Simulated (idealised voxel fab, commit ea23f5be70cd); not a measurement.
Name of the process module below: voxel capacitor over wiring
It is cross-section cut that appears here, measuring 200 nm in width, its square cells being 5 nm in size.
Heads up, the way a cross-section reads in here is a grid of square cells, handed over as bands from the top down, with every band being one or more rows of cells. Basically the band line says how high the top is and how high the bottom is, in nm, and then what's in it from left to right, every material with its width in nm. Empty space shows up as "air", and if a single material carries "everywhere" it runs the full band edge to edge. The level at which height equals 0 is the one under which the wafer, as it arrives, is entirely one material. No lower edge exists for the bottom band, which continues downward and is notated as in "0 down". Per-row width for "30 to 40": begins at first number (top row of band), ends at second number (bottom row), increment between rows held constant. It should be understood that the words "everything unchanged", when stated for a given step, signify that the cross-section underwent no change in any of its cells during that step. This entry, "Catalogued sealed voids", enumerates those empty regions of no fewer than 8 cells that possess no open connection to the top. Each region is reported in the form width x height at distance, the distance being taken from the left edge, with all three quantities expressed in nm. Text after the settings on a step's line: the simulator's own remark on that step. Each step line may optionally specify "overlay nm", which for a step with a mask gives the rightward distance between the mask's planned place and where it lay, a negative value indicating the leftward direction. Everything after this point is organized in pairs: a cross-section before one process step, a cross-section after it that shows only as deep as the lowest changed band, and, under the pair, the intervening step with its settings. Because different runs of this module on the same starting wafer can supply different pairs, a pair continues from the pair above it only if its entry headed "Before-step section" says so.

Before-step section:
	0 down: Si everywhere
	Catalogued sealed voids: none

Cross-Section Thereafter:
	15 to 0: SiO2 everywhere
	Rest of section, below 0: as before.
	Catalogued sealed voids: none
Step that separates the before view from the after view above: CONFORMAL_DEP, material SiO2, thk nm 15

Before-step section: The pre-step condition corresponds to the post-step cross-section depicted in the pair directly above.

Cross-Section Thereafter:
	20 to 15: TiN everywhere
	Rest of section, below 15: as before.
	Catalogued sealed voids: none
Step that separates the before view from the after view above: DIRECTIONAL_DEP, material TiN, thk nm 5

Before-step section: The pre-step condition corresponds to the post-step cross-section depicted in the pair directly above.

Cross-Section Thereafter:
	40 to 20: Ru everywhere
	Rest of section, below 20: as before.
	Catalogued sealed voids: none
Step that separates the before view from the after view above: DIRECTIONAL_DEP, material Ru, thk nm 20

Before-step section: The pre-step condition corresponds to the post-step cross-section depicted in the pair directly above.

Cross-Section Thereafter:
	40 to 20: 45 air  20 Ru  70 air  20 Ru  45 air
	Rest of section, below 20: as before.
	Catalogued sealed voids: none
Step that separates the before view from the after view above: MASKED_ETCH, tone cover, mask id METAL_1, width nm 20, pitch nm 90, etch materials Ru, depth nm 20, overlay nm 0

Before-step section: The pre-step condition corresponds to the post-step cross-section depicted in the pair directly above.

Cross-Section Thereafter:
	40 to 20: 45 air  20 Ru  70 air  20 Ru  45 air
	20 to 15: 45 air  20 TiN  70 air  20 TiN  45 air
	Rest of section, below 15: as before.
	Catalogued sealed voids: none
Step that separates the before view from the after view above: MASKED_ETCH, tone cover, mask id METAL_1, width nm 20, pitch nm 90, etch materials TiN, depth nm 5, overlay nm 0

Before-step section: The pre-step condition corresponds to the post-step cross-section depicted in the pair directly above.

Cross-Section Thereafter:
	50 to 40: SiO2 everywhere
	40 to 20: 45 SiO2  20 Ru  70 SiO2  20 Ru  45 SiO2
	20 to 15: 45 SiO2  20 TiN  70 SiO2  20 TiN  45 SiO2
	Rest of section, below 15: as before.
	Catalogued sealed voids: none
Step that separates the before view from the after view above: FILL_DEP, material SiO2, thk nm 10

Before-step section: The pre-step condition corresponds to the post-step cross-section depicted in the pair directly above.

Cross-Section Thereafter:
	40 to 20: 45 SiO2  20 Ru  70 SiO2  20 Ru  45 SiO2
	Rest of section, below 20: as before.
	Catalogued sealed voids: none
Step that separates the before view from the after view above: CMP, height nm 40

Before-step section: The pre-step condition corresponds to the post-step cross-section depicted in the pair directly above.

Cross-Section Thereafter:
	45 to 40: SiCN everywhere
	Rest of section, below 40: as before.
	Catalogued sealed voids: none
Step that separates the before view from the after view above: CONFORMAL_DEP, material SiCN, thk nm 5

Before-step section: The pre-step condition corresponds to the post-step cross-section depicted in the pair directly above.

Cross-Section Thereafter:
	60 to 45: lowk everywhere
	Rest of section, below 45: as before.
	Catalogued sealed voids: none
Step that separates the before view from the after view above: DIRECTIONAL_DEP, material lowk, thk nm 15

Before-step section: The pre-step condition corresponds to the post-step cross-section depicted in the pair directly above.

Cross-Section Thereafter:
	60 to 45: 50 lowk  15 air  135 lowk
	Rest of section, below 45: as before.
	Catalogued sealed voids: none
Step that separates the before view from the after view above: MASKED_ETCH, tone open, mask id PLUG_1, width nm 15, etch materials lowk, depth nm 15, overlay nm 0

Before-step section: The pre-step condition corresponds to the post-step cross-section depicted in the pair directly above.

Cross-Section Thereafter:
	60 to 45: 50 lowk  15 air  135 lowk
	45 to 40: 50 SiCN  15 air  135 SiCN
	Rest of section, below 40: as before.
	Catalogued sealed voids: none
Step that separates the before view from the after view above: MASKED_ETCH, tone open, mask id PLUG_1, width nm 15, etch materials SiCN, depth nm 5, overlay nm 0

Before-step section: The pre-step condition corresponds to the post-step cross-section depicted in the pair directly above.

Cross-Section Thereafter:
	60 to 50: 50 lowk  15 air  135 lowk
	50 to 45: 50 lowk  15 Ru  135 lowk
	45 to 40: 50 SiCN  15 Ru  135 SiCN
	Rest of section, below 40: as before.
	Catalogued sealed voids: none
Step that separates the before view from the after view above: EPI, material Ru, thk nm 10

Before-step section: The pre-step condition corresponds to the post-step cross-section depicted in the pair directly above.

Cross-Section Thereafter:
	60 to 45: 50 lowk  15 Ru  135 lowk
	Rest of section, below 45: as before.
	Catalogued sealed voids: none
Step that separates the before view from the after view above: EPI, material Ru, thk nm 10

Before-step section: The pre-step condition corresponds to the post-step cross-section depicted in the pair directly above.

Cross-Section Thereafter:
	70 to 60: TiN everywhere
	Rest of section, below 60: as before.
	Catalogued sealed voids: none
Step that separates the before view from the after view above: DIRECTIONAL_DEP, material TiN, thk nm 10

Before-step section: The pre-step condition corresponds to the post-step cross-section depicted in the pair directly above.

Cross-Section Thereafter:
	75 to 70: SiN everywhere
	Rest of section, below 70: as before.
	Catalogued sealed voids: none
Step that separates the before view from the after view above: DIRECTIONAL_DEP, material SiN, thk nm 5

Before-step section: The pre-step condition corresponds to the post-step cross-section depicted in the pair directly above.

Cross-Section Thereafter:
	85 to 75: TiN everywhere
	Rest of section, below 75: as before.
	Catalogued sealed voids: none
Step that separates the before view from the after view above: DIRECTIONAL_DEP, material TiN, thk nm 10

Before-step section: The pre-step condition corresponds to the post-step cross-section depicted in the pair directly above.

Cross-Section Thereafter:
	100 to 85: aC everywhere
	Rest of section, below 85: as before.
	Catalogued sealed voids: none
Step that separates the before view from the after view above: DIRECTIONAL_DEP, material aC, thk nm 15

Before-step section: The pre-step condition corresponds to the post-step cross-section depicted in the pair directly above.

Cross-Section Thereafter:
	130 to 100: 50 air  75 resist  75 air
	Rest of section, below 100: as before.
	Catalogued sealed voids: none
Step that separates the before view from the after view above: PATTERN, tone cover, mask id UPPER_PLATE, material resist, width nm 75, thk nm 30, overlay nm 0

Before-step section: The pre-step condition corresponds to the post-step cross-section depicted in the pair directly above.

Cross-Section Thereafter:
	115 to 100: 50 air  75 resist  75 air
	100 to 85: 50 air  75 aC  75 air
	Rest of section, below 85: as before.
	Catalogued sealed voids: none
Step that separates the before view from the after view above: DIRECTIONAL_ETCH, etch materials aC, depth nm 15

Before-step section: The pre-step condition corresponds to the post-step cross-section depicted in the pair directly above.

Cross-Section Thereafter:
	100 to 85: 50 air  75 aC  75 air
	Rest of section, below 85: as before.
	Catalogued sealed voids: none
Step that separates the before view from the after view above: STRIP, etch materials resist

Before-step section: The pre-step condition corresponds to the post-step cross-section depicted in the pair directly above.

Cross-Section Thereafter:
	100 to 85: 50 air  75 aC  75 air
	85 to 75: 50 air  75 TiN  75 air
	Rest of section, below 75: as before.
	Catalogued sealed voids: none
Step that separates the before view from the after view above: DIRECTIONAL_ETCH, etch materials TiN, depth nm 10

Before-step section: The pre-step condition corresponds to the post-step cross-section depicted in the pair directly above.

Cross-Section Thereafter:
	100 to 85: 50 air  75 aC  75 air
	85 to 75: 50 air  75 TiN  75 air
	75 to 70: 50 air  75 SiN  75 air
	Rest of section, below 70: as before.
	Catalogued sealed voids: none
Step that separates the before view from the after view above: DIRECTIONAL_ETCH, etch materials SiN, depth nm 5

Before-step section: The pre-step condition corresponds to the post-step cross-section depicted in the pair directly above.

Cross-Section Thereafter:
	85 to 75: 50 air  75 TiN  75 air
	Rest of section, below 75: as before.
	Catalogued sealed voids: none
Step that separates the before view from the after view above: STRIP, etch materials aC

Before-step section: The pre-step condition corresponds to the post-step cross-section depicted in the pair directly above.

Cross-Section Thereafter:
	85 to 75: 50 air  75 TiN  75 air
	75 to 70: 50 air  75 SiN  75 air
	70 to 60: 45 air  85 TiN  70 air
	Rest of section, below 60: as before.
	Catalogued sealed voids: none
Step that separates the before view from the after view above: MASKED_ETCH, tone cover, mask id LOWER_PLATE, width nm 85, etch materials TiN, depth nm 10, overlay nm 0

Before-step section: The pre-step condition corresponds to the post-step cross-section depicted in the pair directly above.

Cross-Section Thereafter:
	105 to 85: SiO2 everywhere
	85 to 75: 50 SiO2  75 TiN  75 SiO2
	75 to 70: 50 SiO2  75 SiN  75 SiO2
	70 to 60: 45 SiO2  85 TiN  70 SiO2
	Rest of section, below 60: as before.
	Catalogued sealed voids: none
Step that separates the before view from the after view above: FILL_DEP, material SiO2, thk nm 20

Before-step section: The pre-step condition corresponds to the post-step cross-section depicted in the pair directly above.

Cross-Section Thereafter:
	100 to 85: SiO2 everywhere
	Rest of section, below 85: as before.
	Catalogued sealed voids: none
Step that separates the before view from the after view above: CMP, height nm 100

Before-step section: The pre-step condition corresponds to the post-step cross-section depicted in the pair directly above.

Cross-Section Thereafter:
	115 to 100: 60 resist  15 air  125 resist
	Rest of section, below 100: as before.
	Catalogued sealed voids: none
Step that separates the before view from the after view above: PATTERN, tone open, mask id PLUG_2, material resist, width nm 15, thk nm 15, overlay nm 0

Before-step section: The pre-step condition corresponds to the post-step cross-section depicted in the pair directly above.

Cross-Section Thereafter:
	115 to 100: 60 resist  15 air  125 resist
	100 to 85: 60 SiO2  15 air  125 SiO2
	Rest of section, below 85: as before.
	Catalogued sealed voids: none
Step that separates the before view from the after view above: DIRECTIONAL_ETCH, etch materials SiO2, depth nm 15

Before-step section: The pre-step condition corresponds to the post-step cross-section depicted in the pair directly above.

Cross-Section Thereafter:
	100 to 85: 60 SiO2  15 air  125 SiO2
	Rest of section, below 85: as before.
	Catalogued sealed voids: none
Step that separates the before view from the after view above: STRIP, etch materials resist

Before-step section: The pre-step condition corresponds to the post-step cross-section depicted in the pair directly above.

Cross-Section Thereafter:
	105 to 100: 65 TiN  5 air  130 TiN
	100 to 90: 60 SiO2  5 TiN  5 air  5 TiN  125 SiO2
	90 to 85: 60 SiO2  15 TiN  125 SiO2
	Rest of section, below 85: as before.
	Catalogued sealed voids: none
Step that separates the before view from the after view above: CONFORMAL_DEP, material TiN, thk nm 5

Before-step section: The pre-step condition corresponds to the post-step cross-section depicted in the pair directly above.

Cross-Section Thereafter:
	115 to 105: W everywhere
	105 to 100: 65 TiN  5 W  130 TiN
	100 to 90: 60 SiO2  5 TiN  5 W  5 TiN  125 SiO2
	Rest of section, below 90: as before.
	Catalogued sealed voids: none
Step that separates the before view from the after view above: FILL_DEP, material W, thk nm 10

Before-step section: The pre-step condition corresponds to the post-step cross-section depicted in the pair directly above.

Cross-Section Thereafter:
	100 to 90: 60 SiO2  5 TiN  5 W  5 TiN  125 SiO2
	Rest of section, below 90: as before.
	Catalogued sealed voids: none
Step that separates the before view from the after view above: CMP, height nm 100

Before-step section: The pre-step condition corresponds to the post-step cross-section depicted in the pair directly above.

Cross-Section Thereafter:
	105 to 100: SiCN everywhere
	Rest of section, below 100: as before.
	Catalogued sealed voids: none
Step that separates the before view from the after view above: CONFORMAL_DEP, material SiCN, thk nm 5

Before-step section:
	115 to 105: W everywhere
	105 to 100: 65 TiN  5 W  130 TiN
	100 to 90: 60 SiO2  5 TiN  5 W  5 TiN  125 SiO2
	90 to 85: 60 SiO2  15 TiN  125 SiO2
	85 to 75: 50 SiO2  75 TiN  75 SiO2
	75 to 70: 50 SiO2  75 SiN  75 SiO2
	70 to 60: 45 SiO2  85 TiN  70 SiO2
	60 to 45: 50 lowk  15 Ru  135 lowk
	45 to 40: 50 SiCN  15 Ru  135 SiCN
	40 to 20: 45 SiO2  20 Ru  70 SiO2  20 Ru  45 SiO2
	20 to 15: 45 SiO2  20 TiN  70 SiO2  20 TiN  45 SiO2
	15 to 0: SiO2 everywhere
	0 down: Si everywhere
	Catalogued sealed voids: none

Cross-Section Thereafter:
	120 to 115: SiCN everywhere
	Rest of section, below 115: as before.
	Catalogued sealed voids: none
Step that separates the before view from the after view above: CONFORMAL_DEP, material SiCN, thk nm 5

Before-step section:
	60 to 45: 50 lowk  15 Ru  135 lowk
	45 to 40: 50 SiCN  15 Ru  135 SiCN
	40 to 20: 45 SiO2  20 Ru  70 SiO2  20 Ru  45 SiO2
	20 to 15: 45 SiO2  20 TiN  70 SiO2  20 TiN  45 SiO2
	15 to 0: SiO2 everywhere
	0 down: Si everywhere
	Catalogued sealed voids: none

Cross-Section Thereafter:
	70 to 60: 40 air  35 Ru  125 air
	Rest of section, below 60: as before.
	Catalogued sealed voids: none
Step that separates the before view from the after view above: EPI, material Ru, thk nm 10

Before-step section: The pre-step condition corresponds to the post-step cross-section depicted in the pair directly above.

Cross-Section Thereafter:
	80 to 70: 40 air  35 TiN  125 air
	70 to 60: 40 TiN  35 Ru  125 TiN
	Rest of section, below 60: as before.
	Catalogued sealed voids: none
Step that separates the before view from the after view above: DIRECTIONAL_DEP, material TiN, thk nm 10

Before-step section: The pre-step condition corresponds to the post-step cross-section depicted in the pair directly above.

Cross-Section Thereafter:
	85 to 80: 40 air  35 SiN  125 air
	80 to 75: 40 air  35 TiN  125 air
	75 to 70: 40 SiN  35 TiN  125 SiN
	Rest of section, below 70: as before.
	Catalogued sealed voids: none
Step that separates the before view from the after view above: DIRECTIONAL_DEP, material SiN, thk nm 5

Before-step section: The pre-step condition corresponds to the post-step cross-section depicted in the pair directly above.

Cross-Section Thereafter:
	95 to 85: 40 air  35 TiN  125 air
	85 to 80: 40 TiN  35 SiN  125 TiN
	80 to 75: TiN everywhere
	Rest of section, below 75: as before.
	Catalogued sealed voids: none
Step that separates the before view from the after view above: DIRECTIONAL_DEP, material TiN, thk nm 10

Before-step section: The pre-step condition corresponds to the post-step cross-section depicted in the pair directly above.

Cross-Section Thereafter:
	110 to 100: 40 air  35 aC  125 air
	100 to 95: aC everywhere
	95 to 85: 40 aC  35 TiN  125 aC
	Rest of section, below 85: as before.
	Catalogued sealed voids: none
Step that separates the before view from the after view above: DIRECTIONAL_DEP, material aC, thk nm 15

Before-step section: The pre-step condition corresponds to the post-step cross-section depicted in the pair directly above.

Cross-Section Thereafter:
	140 to 110: 50 air  75 resist  75 air
	110 to 100: 40 air  35 aC  50 resist  75 air
	Rest of section, below 100: as before.
	Catalogued sealed voids: none
Step that separates the before view from the after view above: PATTERN, tone cover, mask id UPPER_PLATE, material resist, width nm 75, thk nm 30, overlay nm 0

Before-step section: The pre-step condition corresponds to the post-step cross-section depicted in the pair directly above.

Cross-Section Thereafter:
	125 to 110: 50 air  75 resist  75 air
	110 to 100: 50 air  25 aC  50 resist  75 air
	100 to 95: 50 air  75 aC  75 air
	95 to 85: 40 air  35 TiN  50 aC  75 air
	Rest of section, below 85: as before.
	Catalogued sealed voids: none
Step that separates the before view from the after view above: DIRECTIONAL_ETCH, etch materials aC, depth nm 15

Before-step section: The pre-step condition corresponds to the post-step cross-section depicted in the pair directly above.

Cross-Section Thereafter:
	110 to 100: 50 air  25 aC  125 air
	Rest of section, below 100: as before.
	Catalogued sealed voids: none
Step that separates the before view from the after view above: STRIP, etch materials resist

Before-step section: The pre-step condition corresponds to the post-step cross-section depicted in the pair directly above.

Cross-Section Thereafter:
	110 to 100: 50 air  25 aC  125 air
	100 to 95: 50 air  75 aC  75 air
	95 to 85: 50 air  25 TiN  50 aC  75 air
	85 to 80: 40 air  35 SiN  50 TiN  75 air
	80 to 75: 40 air  85 TiN  75 air
	Rest of section, below 75: as before.
	Catalogued sealed voids: none
Step that separates the before view from the after view above: DIRECTIONAL_ETCH, etch materials TiN, depth nm 10

Before-step section: The pre-step condition corresponds to the post-step cross-section depicted in the pair directly above.

Cross-Section Thereafter:
	110 to 100: 50 air  25 aC  125 air
	100 to 95: 50 air  75 aC  75 air
	95 to 85: 50 air  25 TiN  50 aC  75 air
	85 to 80: 50 air  25 SiN  50 TiN  75 air
	80 to 75: 40 air  85 TiN  75 air
	75 to 70: 40 air  35 TiN  50 SiN  75 air
	Rest of section, below 70: as before.
	Catalogued sealed voids: none
Step that separates the before view from the after view above: DIRECTIONAL_ETCH, etch materials SiN, depth nm 5

Before-step section: The pre-step condition corresponds to the post-step cross-section depicted in the pair directly above.

Cross-Section Thereafter:
	95 to 85: 50 air  25 TiN  125 air
	Rest of section, below 85: as before.
	Catalogued sealed voids: none
Step that separates the before view from the after view above: STRIP, etch materials aC

Before-step section: The pre-step condition corresponds to the post-step cross-section depicted in the pair directly above.

Cross-Section Thereafter:
	95 to 85: 50 air  25 TiN  125 air
	85 to 80: 50 air  25 SiN  50 TiN  75 air
	80 to 75: 45 air  80 TiN  75 air
	75 to 70: 45 air  30 TiN  50 SiN  75 air
	70 to 60: 40 air  35 Ru  55 TiN  70 air
	Rest of section, below 60: as before.
	Catalogued sealed voids: none
Step that separates the before view from the after view above: MASKED_ETCH, tone cover, mask id LOWER_PLATE, width nm 85, etch materials TiN, depth nm 10, overlay nm 0

Before-step section: The pre-step condition corresponds to the post-step cross-section depicted in the pair directly above.

Cross-Section Thereafter:
	115 to 95: SiO2 everywhere
	95 to 85: 50 SiO2  25 TiN  125 SiO2
	85 to 80: 50 SiO2  25 SiN  50 TiN  75 SiO2
	80 to 75: 45 SiO2  80 TiN  75 SiO2
	75 to 70: 45 SiO2  30 TiN  50 SiN  75 SiO2
	70 to 60: 40 SiO2  35 Ru  55 TiN  70 SiO2
	Rest of section, below 60: as before.
	Catalogued sealed voids: none
Step that separates the before view from the after view above: FILL_DEP, material SiO2, thk nm 20

Before-step section: The pre-step condition corresponds to the post-step cross-section depicted in the pair directly above.

Cross-Section Thereafter:
	100 to 95: SiO2 everywhere
	Rest of section, below 95: as before.
	Catalogued sealed voids: none
Step that separates the before view from the after view above: CMP, height nm 100

Before-step section: The pre-step condition corresponds to the post-step cross-section depicted in the pair directly above.

Cross-Section Thereafter:
	115 to 100: 60 resist  15 air  125 resist
	Rest of section, below 100: as before.
	Catalogued sealed voids: none
Step that separates the before view from the after view above: PATTERN, tone open, mask id PLUG_2, material resist, width nm 15, thk nm 15, overlay nm 0

Before-step section: The pre-step condition corresponds to the post-step cross-section depicted in the pair directly above.

Cross-Section Thereafter:
	115 to 100: 60 resist  15 air  125 resist
	100 to 95: 60 SiO2  15 air  125 SiO2
	Rest of section, below 95: as before.
	Catalogued sealed voids: none
Step that separates the before view from the after view above: DIRECTIONAL_ETCH, etch materials SiO2, depth nm 15

Before-step section: The pre-step condition corresponds to the post-step cross-section depicted in the pair directly above.

Cross-Section Thereafter:
	100 to 95: 60 SiO2  15 air  125 SiO2
	Rest of section, below 95: as before.
	Catalogued sealed voids: none
Step that separates the before view from the after view above: STRIP, etch materials resist

Before-step section: The pre-step condition corresponds to the post-step cross-section depicted in the pair directly above.

Cross-Section Thereafter:
	105 to 100: 65 TiN  5 air  130 TiN
	100 to 95: 60 SiO2  15 TiN  125 SiO2
	Rest of section, below 95: as before.
	Catalogued sealed voids: none
Step that separates the before view from the after view above: CONFORMAL_DEP, material TiN, thk nm 5

Before-step section: The pre-step condition corresponds to the post-step cross-section depicted in the pair directly above.

Cross-Section Thereafter:
	115 to 105: W everywhere
	105 to 100: 65 TiN  5 W  130 TiN
	Rest of section, below 100: as before.
	Catalogued sealed voids: none
Step that separates the before view from the after view above: FILL_DEP, material W, thk nm 10

Before-step section: The pre-step condition corresponds to the post-step cross-section depicted in the pair directly above.

Cross-Section Thereafter:
	100 to 95: 60 SiO2  15 TiN  125 SiO2
	Rest of section, below 95: as before.
	Catalogued sealed voids: none
Step that separates the before view from the after view above: CMP, height nm 100

Before-step section: The pre-step condition corresponds to the post-step cross-section depicted in the pair directly above.

Cross-Section Thereafter:
	105 to 100: SiCN everywhere
	Rest of section, below 100: as before.
	Catalogued sealed voids: none
Step that separates the before view from the after view above: CONFORMAL_DEP, material SiCN, thk nm 5

Before-step section:
	60 to 50: 50 lowk  15 air  135 lowk
	50 to 45: 50 lowk  15 Ru  135 lowk
	45 to 40: 50 SiCN  15 Ru  135 SiCN
	40 to 20: 45 SiO2  20 Ru  70 SiO2  20 Ru  45 SiO2
	20 to 15: 45 SiO2  20 TiN  70 SiO2  20 TiN  45 SiO2
	15 to 0: SiO2 everywhere
	0 down: Si everywhere
	Catalogued sealed voids: none

Cross-Section Thereafter:
	70 to 60: 50 TiN  15 air  135 TiN
	60 to 50: 50 lowk  15 TiN  135 lowk
	Rest of section, below 50: as before.
	Catalogued sealed voids: none
Step that separates the before view from the after view above: DIRECTIONAL_DEP, material TiN, thk nm 10

Before-step section: The pre-step condition corresponds to the post-step cross-section depicted in the pair directly above.

Cross-Section Thereafter:
	80 to 70: Ru everywhere
	70 to 60: 50 TiN  15 Ru  135 TiN
	Rest of section, below 60: as before.
	Catalogued sealed voids: none
Step that separates the before view from the after view above: EPI, material Ru, thk nm 10

Before-step section: The pre-step condition corresponds to the post-step cross-section depicted in the pair directly above.

Cross-Section Thereafter:
	85 to 80: SiN everywhere
	Rest of section, below 80: as before.
	Catalogued sealed voids: none
Step that separates the before view from the after view above: DIRECTIONAL_DEP, material SiN, thk nm 5

Before-step section: The pre-step condition corresponds to the post-step cross-section depicted in the pair directly above.

Cross-Section Thereafter:
	95 to 85: TiN everywhere
	Rest of section, below 85: as before.
	Catalogued sealed voids: none
Step that separates the before view from the after view above: DIRECTIONAL_DEP, material TiN, thk nm 10

Before-step section: The pre-step condition corresponds to the post-step cross-section depicted in the pair directly above.

Cross-Section Thereafter:
	110 to 95: aC everywhere
	Rest of section, below 95: as before.
	Catalogued sealed voids: none
Step that separates the before view from the after view above: DIRECTIONAL_DEP, material aC, thk nm 15

Before-step section: The pre-step condition corresponds to the post-step cross-section depicted in the pair directly above.

Cross-Section Thereafter:
	140 to 110: 50 air  75 resist  75 air
	Rest of section, below 110: as before.
	Catalogued sealed voids: none
Step that separates the before view from the after view above: PATTERN, tone cover, mask id UPPER_PLATE, material resist, width nm 75, thk nm 30, overlay nm 0

Before-step section: The pre-step condition corresponds to the post-step cross-section depicted in the pair directly above.

Cross-Section Thereafter:
	125 to 110: 50 air  75 resist  75 air
	110 to 95: 50 air  75 aC  75 air
	Rest of section, below 95: as before.
	Catalogued sealed voids: none
Step that separates the before view from the after view above: DIRECTIONAL_ETCH, etch materials aC, depth nm 15

Before-step section: The pre-step condition corresponds to the post-step cross-section depicted in the pair directly above.

Cross-Section Thereafter:
	110 to 95: 50 air  75 aC  75 air
	Rest of section, below 95: as before.
	Catalogued sealed voids: none
Step that separates the before view from the after view above: STRIP, etch materials resist

Before-step section: The pre-step condition corresponds to the post-step cross-section depicted in the pair directly above.

Cross-Section Thereafter:
	110 to 95: 50 air  75 aC  75 air
	95 to 85: 50 air  75 TiN  75 air
	Rest of section, below 85: as before.
	Catalogued sealed voids: none
Step that separates the before view from the after view above: DIRECTIONAL_ETCH, etch materials TiN, depth nm 10

Before-step section: The pre-step condition corresponds to the post-step cross-section depicted in the pair directly above.

Cross-Section Thereafter:
	110 to 95: 50 air  75 aC  75 air
	95 to 85: 50 air  75 TiN  75 air
	85 to 80: 50 air  75 SiN  75 air
	Rest of section, below 80: as before.
	Catalogued sealed voids: none
Step that separates the before view from the after view above: DIRECTIONAL_ETCH, etch materials SiN, depth nm 5

Before-step section: The pre-step condition corresponds to the post-step cross-section depicted in the pair directly above.

Cross-Section Thereafter:
	95 to 85: 50 air  75 TiN  75 air
	Rest of section, below 85: as before.
	Catalogued sealed voids: none
Step that separates the before view from the after view above: STRIP, etch materials aC

Before-step section: The pre-step condition corresponds to the post-step cross-section depicted in the pair directly above.

Cross-Section Thereafter:
	115 to 95: SiO2 everywhere
	95 to 85: 50 SiO2  75 TiN  75 SiO2
	85 to 80: 50 SiO2  75 SiN  75 SiO2
	Rest of section, below 80: as before.
	Catalogued sealed voids: none
Step that separates the before view from the after view above: FILL_DEP, material SiO2, thk nm 20

Before-step section: The pre-step condition corresponds to the post-step cross-section depicted in the pair directly above.

Cross-Section Thereafter:
	100 to 95: SiO2 everywhere
	Rest of section, below 95: as before.
	Catalogued sealed voids: none
Step that separates the before view from the after view above: CMP, height nm 100

Before-step section: The pre-step condition corresponds to the post-step cross-section depicted in the pair directly above.

Cross-Section Thereafter:
	115 to 100: 60 resist  15 air  125 resist
	Rest of section, below 100: as before.
	Catalogued sealed voids: none
Step that separates the before view from the after view above: PATTERN, tone open, mask id PLUG_2, material resist, width nm 15, thk nm 15, overlay nm 0

Before-step section: The pre-step condition corresponds to the post-step cross-section depicted in the pair directly above.

Cross-Section Thereafter:
	115 to 100: 60 resist  15 air  125 resist
	100 to 95: 60 SiO2  15 air  125 SiO2
	Rest of section, below 95: as before.
	Catalogued sealed voids: none
Step that separates the before view from the after view above: DIRECTIONAL_ETCH, etch materials SiO2, depth nm 15

Before-step section: The pre-step condition corresponds to the post-step cross-section depicted in the pair directly above.

Cross-Section Thereafter:
	100 to 95: 60 SiO2  15 air  125 SiO2
	Rest of section, below 95: as before.
	Catalogued sealed voids: none
Step that separates the before view from the after view above: STRIP, etch materials resist

Before-step section: The pre-step condition corresponds to the post-step cross-section depicted in the pair directly above.

Cross-Section Thereafter:
	105 to 100: 65 TiN  5 air  130 TiN
	100 to 95: 60 SiO2  15 TiN  125 SiO2
	Rest of section, below 95: as before.
	Catalogued sealed voids: none
Step that separates the before view from the after view above: CONFORMAL_DEP, material TiN, thk nm 5

Before-step section: The pre-step condition corresponds to the post-step cross-section depicted in the pair directly above.

Cross-Section Thereafter:
	115 to 105: W everywhere
	105 to 100: 65 TiN  5 W  130 TiN
	Rest of section, below 100: as before.
	Catalogued sealed voids: none
Step that separates the before view from the after view above: FILL_DEP, material W, thk nm 10

Before-step section: The pre-step condition corresponds to the post-step cross-section depicted in the pair directly above.

Cross-Section Thereafter:
	100 to 95: 60 SiO2  15 TiN  125 SiO2
	Rest of section, below 95: as before.
	Catalogued sealed voids: none
Step that separates the before view from the after view above: CMP, height nm 100

Before-step section: The pre-step condition corresponds to the post-step cross-section depicted in the pair directly above.

Cross-Section Thereafter:
	105 to 100: SiCN everywhere
	Rest of section, below 100: as before.
	Catalogued sealed voids: none
Step that separates the before view from the after view above: CONFORMAL_DEP, material SiCN, thk nm 5

Before-step section:
	50 to 40: SiO2 everywhere
	40 to 20: 45 SiO2  20 Ru  70 SiO2  20 Ru  45 SiO2
	20 to 15: 45 SiO2  20 TiN  70 SiO2  20 TiN  45 SiO2
	15 to 0: SiO2 everywhere
	0 down: Si everywhere
	Catalogued sealed voids: none

Cross-Section Thereafter:
	45 to 40: SiO2 everywhere
	Rest of section, below 40: as before.
	Catalogued sealed voids: none
Step that separates the before view from the after view above: CMP, height nm 45

Before-step section: The pre-step condition corresponds to the post-step cross-section depicted in the pair directly above.

Cross-Section Thereafter:
	50 to 45: SiCN everywhere
	Rest of section, below 45: as before.
	Catalogued sealed voids: none
Step that separates the before view from the after view above: CONFORMAL_DEP, material SiCN, thk nm 5

Before-step section: The pre-step condition corresponds to the post-step cross-section depicted in the pair directly above.

Cross-Section Thereafter:
	65 to 50: lowk everywhere
	Rest of section, below 50: as before.
	Catalogued sealed voids: none
Step that separates the before view from the after view above: DIRECTIONAL_DEP, material lowk, thk nm 15

Before-step section: The pre-step condition corresponds to the post-step cross-section depicted in the pair directly above.

Cross-Section Thereafter:
	65 to 50: 50 lowk  15 air  135 lowk
	Rest of section, below 50: as before.
	Catalogued sealed voids: none
Step that separates the before view from the after view above: MASKED_ETCH, tone open, mask id PLUG_1, width nm 15, etch materials lowk, depth nm 15, overlay nm 0

Before-step section: The pre-step condition corresponds to the post-step cross-section depicted in the pair directly above.

Cross-Section Thereafter:
	65 to 50: 50 lowk  15 air  135 lowk
	50 to 45: 50 SiCN  15 air  135 SiCN
	Rest of section, below 45: as before.
	Catalogued sealed voids: none
Step that separates the before view from the after view above: MASKED_ETCH, tone open, mask id PLUG_1, width nm 15, etch materials SiCN, depth nm 5, overlay nm 0

Before-step section: The pre-step condition corresponds to the post-step cross-section depicted in the pair directly above.

Cross-Section Thereafter:
	75 to 65: 50 TiN  15 air  135 TiN
	65 to 55: 50 lowk  15 air  135 lowk
	55 to 50: 50 lowk  15 TiN  135 lowk
	50 to 45: 50 SiCN  15 TiN  135 SiCN
	Rest of section, below 45: as before.
	Catalogued sealed voids: none
Step that separates the before view from the after view above: DIRECTIONAL_DEP, material TiN, thk nm 10

Before-step section: The pre-step condition corresponds to the post-step cross-section depicted in the pair directly above.

Cross-Section Thereafter:
	80 to 75: 50 SiN  15 air  135 SiN
	75 to 65: 50 TiN  15 air  135 TiN
	65 to 60: 50 lowk  15 air  135 lowk
	60 to 55: 50 lowk  15 SiN  135 lowk
	Rest of section, below 55: as before.
	Catalogued sealed voids: none
Step that separates the before view from the after view above: DIRECTIONAL_DEP, material SiN, thk nm 5

Before-step section: The pre-step condition corresponds to the post-step cross-section depicted in the pair directly above.

Cross-Section Thereafter:
	90 to 80: 50 TiN  15 air  135 TiN
	80 to 75: 50 SiN  15 air  135 SiN
	75 to 70: 50 TiN  15 air  135 TiN
	70 to 65: TiN everywhere
	65 to 60: 50 lowk  15 TiN  135 lowk
	Rest of section, below 60: as before.
	Catalogued sealed voids: none
Step that separates the before view from the after view above: DIRECTIONAL_DEP, material TiN, thk nm 10
